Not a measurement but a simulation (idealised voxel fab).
process module | voxel wiring stack
cross-section cut | 195 nm wide | cells 5 nm
A cross-section is a grid of square cells, given in bands from the top down. A band is one or more rows of cells.
Each band's line starts with the height of the band's top and of its bottom, in nm. Then come its materials from left to right, each with its width in nm. One material with "throughout" fills the band from edge to edge. "air" is empty space.
Height 0 is the level under which the wafer as received is all one material. The lowest band goes on downwards, as in "0 down".
A width such as "30 to 40" changes by the same amount from each row of cells to the next, from the band's top row to its bottom row.
"no change" after a step means that no cell of the cross-section changed.
closed voids: empty space of 8 cells or more with no open way to the top, each as width x height at its distance from the left edge, in nm
after a step's settings: what the simulator itself notes on the step
overlay nm, on a step with a mask: how far to the right of its planned place the mask lay; to the left if negative
plan
1 op RECEIVE | material Si
2 op CONFORMAL_DEP | material SiO2 | thk nm 10
3 op DIRECTIONAL_DEP | material TiN | thk nm 5
4 op DIRECTIONAL_DEP | material W | thk nm 20
5 op MASKED_ETCH | tone cover | mask id METAL_1 | width nm 25 | pitch nm 40 | etch materials W | depth nm 20 | overlay nm 0
6 op MASKED_ETCH | tone cover | mask id METAL_1 | width nm 25 | pitch nm 40 | etch materials TiN | depth nm 5 | overlay nm -10
7 op CONFORMAL_DEP | material SiN | thk nm 5
8 op FILL_DEP | material lowk | thk nm 5
9 op CMP | height nm 35
10 op CONFORMAL_DEP | material SiCN | thk nm 5
11 op DIRECTIONAL_DEP | material lowk | thk nm 15
12 op MASKED_ETCH | tone open | mask id PLUG_1 | width nm 15 | pitch nm 40 | etch materials lowk | depth nm 15 | overlay nm 0
13 op MASKED_ETCH | tone open | mask id PLUG_1 | width nm 15 | pitch nm 40 | etch materials SiCN | depth nm 5 | overlay nm 0
14 op EPI | material Ru | thk nm 10
15 op EPI | material Ru | thk nm 10
16 op CONFORMAL_DEP | material SiCN | thk nm 5
17 op DIRECTIONAL_DEP | material SiO2 | thk nm 20
18 op PATTERN | tone open | mask id METAL_2 | material resist | width nm 25 | pitch nm 40 | thk nm 20 | overlay nm 0
19 op DIRECTIONAL_ETCH | etch materials SiO2 | depth nm 20
20 op DIRECTIONAL_ETCH | etch materials SiCN | depth nm 5
21 op STRIP | etch materials resist
22 op CONFORMAL_DEP | material TiN | thk nm 5
23 op FILL_DEP | material Ru | thk nm 5
24 op CMP | height nm 80
25 op CONFORMAL_DEP | material SiCN | thk nm 5
varied across the wafers: overlay nm of step 6. The plan shows the first wafer's value. All wafers start alike
first wafer as received, after step 1
  0 down: Si throughout
  closed voids: none
first wafer at the end, after step 25
  85 to 80: SiCN throughout
  80 to 60: SiO2 25 | TiN 5 | Ru 15 | TiN 5 | SiO2 15 | TiN 5 | Ru 15 | TiN 5 | SiO2 15 | TiN 5 | Ru 15 | TiN 5 | SiO2 15 | TiN 5 | Ru 15 | TiN 5 | SiO2 25
  60 to 55: SiCN 25 | TiN 25 | SiCN 15 | TiN 25 | SiCN 15 | TiN 25 | SiCN 15 | TiN 25 | SiCN 25
  55 to 40: lowk 25 | Ru 15 | lowk 25 | Ru 15 | lowk 25 | Ru 15 | lowk 25 | Ru 15 | lowk 35
  40 to 35: SiCN 25 | Ru 15 | SiCN 25 | Ru 15 | SiCN 25 | Ru 15 | SiCN 25 | Ru 15 | SiCN 35
  35 to 20: lowk 20 | SiN 5 | W 25 | SiN 5 | lowk 5 | SiN 5 | W 25 | SiN 5 | lowk 5 | SiN 5 | W 25 | SiN 5 | lowk 5 | SiN 5 | W 25 | SiN 5 | lowk 20
  20 to 15: lowk 10 | SiN 15 | W 25 | SiN 15 | W 25 | SiN 15 | W 25 | SiN 15 | W 25 | SiN 5 | lowk 20
  15 to 10: SiN 15 | TiN 35 | SiN 5 | TiN 35 | SiN 5 | TiN 35 | SiN 5 | TiN 35 | SiN 25
  10 to 0: SiO2 throughout
  0 down: Si throughout
  closed voids: none
last wafer at the end
  85 to 80: SiCN throughout
  80 to 60: SiO2 25 | TiN 5 | Ru 15 | TiN 5 | SiO2 15 | TiN 5 | Ru 15 | TiN 5 | SiO2 15 | TiN 5 | Ru 15 | TiN 5 | SiO2 15 | TiN 5 | Ru 15 | TiN 5 | SiO2 25
  60 to 55: SiCN 25 | TiN 25 | SiCN 15 | TiN 25 | SiCN 15 | TiN 25 | SiCN 15 | TiN 25 | SiCN 25
  55 to 40: lowk 25 | Ru 15 | lowk 25 | Ru 15 | lowk 25 | Ru 15 | lowk 25 | Ru 15 | lowk 35
  40 to 35: SiCN 25 | Ru 15 | SiCN 25 | Ru 15 | SiCN 25 | Ru 15 | SiCN 25 | Ru 15 | SiCN 35
  35 to 20: lowk 20 | SiN 5 | W 25 | SiN 5 | lowk 5 | SiN 5 | W 25 | SiN 5 | lowk 5 | SiN 5 | W 25 | SiN 5 | lowk 5 | SiN 5 | W 25 | SiN 5 | lowk 20
  20 to 15: lowk 20 | SiN 5 | W 25 | SiN 15 | W 25 | SiN 15 | W 25 | SiN 15 | W 25 | SiN 15 | lowk 10
  15 to 10: SiN 25 | TiN 35 | SiN 5 | TiN 35 | SiN 5 | TiN 35 | SiN 5 | TiN 35 | SiN 15
  10 to 0: SiO2 throughout
  0 down: Si throughout
  closed voids: none
each wafer at the end: cells of each material gained (+) or lost (-) since it was received, then its closed voids
overlay nm -10 | +96 Ru | +85 SiCN | +48 SiN | +154 SiO2 | +80 TiN | +80 W | +120 lowk | closed voids: none
overlay nm -5 | +96 Ru | +85 SiCN | +51 SiN | +154 SiO2 | +76 TiN | +80 W | +121 lowk | closed voids: none
overlay nm 0 | +96 Ru | +85 SiCN | +51 SiN | +154 SiO2 | +72 TiN | +80 W | +125 lowk | closed voids: none
overlay nm 5 | +96 Ru | +85 SiCN | +51 SiN | +154 SiO2 | +76 TiN | +80 W | +121 lowk | closed voids: none
overlay nm 10 | +96 Ru | +85 SiCN | +48 SiN | +154 SiO2 | +80 TiN | +80 W | +120 lowk | closed voids: none
